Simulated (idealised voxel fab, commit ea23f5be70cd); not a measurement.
Process module, titled voxel capacitor over wiring
Square cell edge 5 nm, section width 200 nm, ID cut.
This document writes a cross-section as a grid whose cells are square, and gives it as bands, listed from the top down; one or more rows of cells form a band.
Look at the band entry: it leads with the top's height and the bottom's height in nm. Then it lists the materials left to right, with a width in nm for each. The word "full width" on a single material says that material fills the band edge to edge. The word "blank" is empty space.
Convention: height 0 is the level below which the wafer, as received, is all one material. The lowest band does not terminate at the bottom but continues downward, represented as "from 0 down".
Top row gets the first number, bottom row gets the second, and each row in between changes by the same step: that is how a band width like "30..40" works.
"remained the same" (step): cross-section cells unchanged, all of them.
So "Closed voids list" is basically the list of trapped voids: any empty space of 8 cells or more that can't reach the top through an opening. They're written width x height at distance, the distance being from the left edge, and it's all nm.
Where a step's line continues beyond its settings, the continuation is a remark by the simulator itself on that step.
Regarding "overlay nm": on a step with a mask, it is the distance the mask lay to the right of its planned place; a negative value places it to the left.

[plan]
1,RECEIVE, material Si
2,CONFORMAL_DEP, material SiO2, thk nm 15
3,DIRECTIONAL_DEP, material TiN, thk nm 5
4,DIRECTIONAL_DEP, material Ru, thk nm 25
5,PATTERN, tone cover, mask id METAL_1, material resist, width nm 25, pitch nm 85, thk nm 20, overlay nm 0
6,DIRECTIONAL_ETCH, etch materials Ru, depth nm 25
7,DIRECTIONAL_ETCH, etch materials TiN, depth nm 5
8,STRIP, etch materials resist
9,FILL_DEP, material SiO2, thk nm 10
10,CMP, height nm 45
11,CONFORMAL_DEP, material SiCN, thk nm 5
12,DIRECTIONAL_DEP, material lowk, thk nm 20
13,MASKED_ETCH, tone open, mask id PLUG_1, width nm 15, etch materials lowk, depth nm 20, overlay nm 0
14,MASKED_ETCH, tone open, mask id PLUG_1, width nm 15, etch materials SiCN, depth nm 5, overlay nm 0
15,EPI, material Ru, thk nm 10
16,EPI, material Ru, thk nm 10
17,EPI, material Ru, thk nm 5
18,DIRECTIONAL_DEP, material TiN, thk nm 10
19,DIRECTIONAL_DEP, material HfO2, thk nm 5
20,DIRECTIONAL_DEP, material TiN, thk nm 10
21,DIRECTIONAL_DEP, material aC, thk nm 10
22,PATTERN, tone cover, mask id UPPER_PLATE, material resist, width nm 65, thk nm 30, overlay nm 0
23,DIRECTIONAL_ETCH, etch materials aC, depth nm 10
24,STRIP, etch materials resist
25,DIRECTIONAL_ETCH, etch materials TiN, depth nm 10
26,DIRECTIONAL_ETCH, etch materials HfO2, depth nm 5
27,STRIP, etch materials aC
28,DIRECTIONAL_DEP, material aC, thk nm 15
29,PATTERN, tone cover, mask id LOWER_PLATE, material resist, width nm 75, thk nm 35, overlay nm 0
30,DIRECTIONAL_ETCH, etch materials aC, depth nm 5
31,STRIP, etch materials resist
32,DIRECTIONAL_ETCH, etch materials TiN, depth nm 10
33,STRIP, etch materials aC
34,FILL_DEP, material SiO2, thk nm 20
35,CMP, height nm 110
36,PATTERN, tone open, mask id PLUG_2, material resist, width nm 15, thk nm 15, overlay nm 0
37,DIRECTIONAL_ETCH, etch materials SiO2, depth nm 15
38,STRIP, etch materials resist
39,CONFORMAL_DEP, material TiN, thk nm 5
40,FILL_DEP, material Ru, thk nm 10
41,CMP, height nm 110
42,CONFORMAL_DEP, material SiN, thk nm 5
The value of depth nm given for step 30 in the plan refers to the first wafer; the wafers vary in this setting and are alike at the start.

[first wafer as received, after step 1]
> from 0 down  Si full width
> Closed voids list: none

[Cross-section of the first of several wafers, taken after step 42, where the module ends]
> from 115 to 110  SiN full width
> from 110 to 100  SiO2 65 nm; TiN 5 nm; Ru 5 nm; TiN 5 nm; SiO2 120 nm
> from 100 to 95  SiO2 65 nm; TiN 15 nm; SiO2 120 nm
> from 95 to 85  SiO2 55 nm; TiN 65 nm; SiO2 80 nm
> from 85 to 80  SiO2 55 nm; HfO2 65 nm; SiO2 80 nm
> from 80 to 70  TiN full width
> from 70 to 50  lowk 55 nm; Ru 15 nm; lowk 130 nm
> from 50 to 45  SiCN 55 nm; Ru 15 nm; SiCN 130 nm
> from 45 to 20  SiO2 45 nm; Ru 25 nm; SiO2 60 nm; Ru 25 nm; SiO2 45 nm
> from 20 to 15  SiO2 45 nm; TiN 25 nm; SiO2 60 nm; TiN 25 nm; SiO2 45 nm
> from 15 to 0  SiO2 full width
> from 0 down  Si full width
> Closed voids list: none

[Cross-section of the final wafer among several, taken at the end of the module]
> from 115 to 110  SiN full width
> from 110 to 100  SiO2 65 nm; TiN 5 nm; Ru 5 nm; TiN 5 nm; SiO2 120 nm
> from 100 to 95  SiO2 65 nm; TiN 15 nm; SiO2 120 nm
> from 95 to 85  SiO2 55 nm; TiN 65 nm; SiO2 80 nm
> from 85 to 80  SiO2 55 nm; HfO2 65 nm; SiO2 80 nm
> from 80 to 70  SiO2 50 nm; TiN 75 nm; SiO2 75 nm
> from 70 to 50  lowk 55 nm; Ru 15 nm; lowk 130 nm
> from 50 to 45  SiCN 55 nm; Ru 15 nm; SiCN 130 nm
> from 45 to 20  SiO2 45 nm; Ru 25 nm; SiO2 60 nm; Ru 25 nm; SiO2 45 nm
> from 20 to 15  SiO2 45 nm; TiN 25 nm; SiO2 60 nm; TiN 25 nm; SiO2 45 nm
> from 15 to 0  SiO2 full width
> from 0 down  Si full width
> Closed voids list: none

[The rows of the table below are wafers. Looking at the end of the module, a row counts, for every material, the cells the wafer has gained, shown as (+), or lost, shown as (-), since it was received; its closed voids come next]
depth nm 5; +13 HfO2; +67 Ru; +37 SiCN; +40 SiN; +492 SiO2; +123 TiN; +148 lowk; Closed voids list: none
depth nm 10; +13 HfO2; +67 Ru; +37 SiCN; +40 SiN; +492 SiO2; +123 TiN; +148 lowk; Closed voids list: none
depth nm 15; +13 HfO2; +67 Ru; +37 SiCN; +40 SiN; +542 SiO2; +73 TiN; +148 lowk; Closed voids list: none
depth nm 20; +13 HfO2; +67 Ru; +37 SiCN; +40 SiN; +542 SiO2; +73 TiN; +148 lowk; Closed voids list: none
depth nm 25; +13 HfO2; +67 Ru; +37 SiCN; +40 SiN; +542 SiO2; +73 TiN; +148 lowk; Closed voids list: none
depth nm 30; +13 HfO2; +67 Ru; +37 SiCN; +40 SiN; +542 SiO2; +73 TiN; +148 lowk; Closed voids list: none
